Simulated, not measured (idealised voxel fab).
voxel double patterning: a process module
Xsec cut, 170 nm wide, square cell size 5 nm.
Reading order for cross-sections: top band down to bottom band. Underlying form: a grid of square cells. Band size: one or more rows of cells.
Band: top and bottom heights (nm) first, top before bottom; then materials from left to right, widths in nm. "full width" marks a sole material filling the band edge to edge. "air" denotes empty space.
Height 0 is the level under which the wafer as received is all one material. The lowest band goes on downwards, as in "0 and below".
With a width like "30..40", each row of cells in the band differs from the next by the same amount, the top row carrying the first number and the bottom row the second.
"remained the same", as given for a step, is the statement that not any cell of the cross-section underwent a change during that step.
The label "Sealed cavities" introduces a list of the empty spaces, 8 cells or larger, that have no open way up to the top; each entry in it reads width x height at distance, where the distance is taken from the left edge and all three are stated in nm.
Where a step's line continues beyond its settings, the continuation is a remark by the simulator itself on that step.
Among the settings permitted on a step's line is "overlay nm"; applied to a step with a mask, it specifies the extent to which the mask lay to the right of its planned position, whereas a negative figure signifies a position to the left.

THE PROCESS STEPS THAT WERE PLANNED ARE LISTED BELOW
1,op RECEIVE | material Si
2,op CONFORMAL_DEP | material SiN | thk nm 10
3,op DIRECTIONAL_DEP | material SiO2 | thk nm 15
4,op DIRECTIONAL_DEP | material SiCN | thk nm 5
5,op PATTERN | tone open | mask id FIRST | material resist | width nm 15 | pitch nm 50 | thk nm 15 | overlay nm 0
6,op DIRECTIONAL_ETCH | etch materials SiCN | depth nm 5
7,op STRIP | etch materials resist
8,op DIRECTIONAL_DEP | material aC | thk nm 10
9,op PATTERN | tone open | mask id SECOND | material resist | width nm 15 | thk nm 30 | overlay nm 0
10,op DIRECTIONAL_ETCH | etch materials aC | depth nm 5
11,op STRIP | etch materials resist
12,op DIRECTIONAL_ETCH | etch materials SiCN | depth nm 5
13,op STRIP | etch materials aC
14,op DIRECTIONAL_ETCH | etch materials SiO2 | depth nm 15
15,op STRIP | etch materials SiCN
Heads up: all these wafers start the same, and what changes between them is the depth nm in step 10. The value you see in the plan is just what the first wafer got.

HERE'S THE FIRST OF THE WAFERS IN CROSS-SECTION, JUST AS WE GOT IT, I.E. AFTER STEP 1
0 and below | Si full width
Sealed cavities: none

SO IN THIS TABLE EVERY WAFER GETS ITS OWN ROW, AND WHAT YOU SEE IS WHERE IT STANDS AT THE END OF THE MODULE: FOR EACH MATERIAL, HOW MANY CELLS IT PICKED UP (+) OR GAVE UP (-) SINCE WE RECEIVED IT, AND AFTER THAT ITS CLOSED VOIDS
depth nm 5; +68 SiN; +84 SiO2; Sealed cavities: none
depth nm 10; +68 SiN; +75 SiO2; Sealed cavities: none
depth nm 15; +68 SiN; +75 SiO2; Sealed cavities: none
depth nm 20; +68 SiN; +75 SiO2; Sealed cavities: none
depth nm 25; +68 SiN; +75 SiO2; Sealed cavities: none
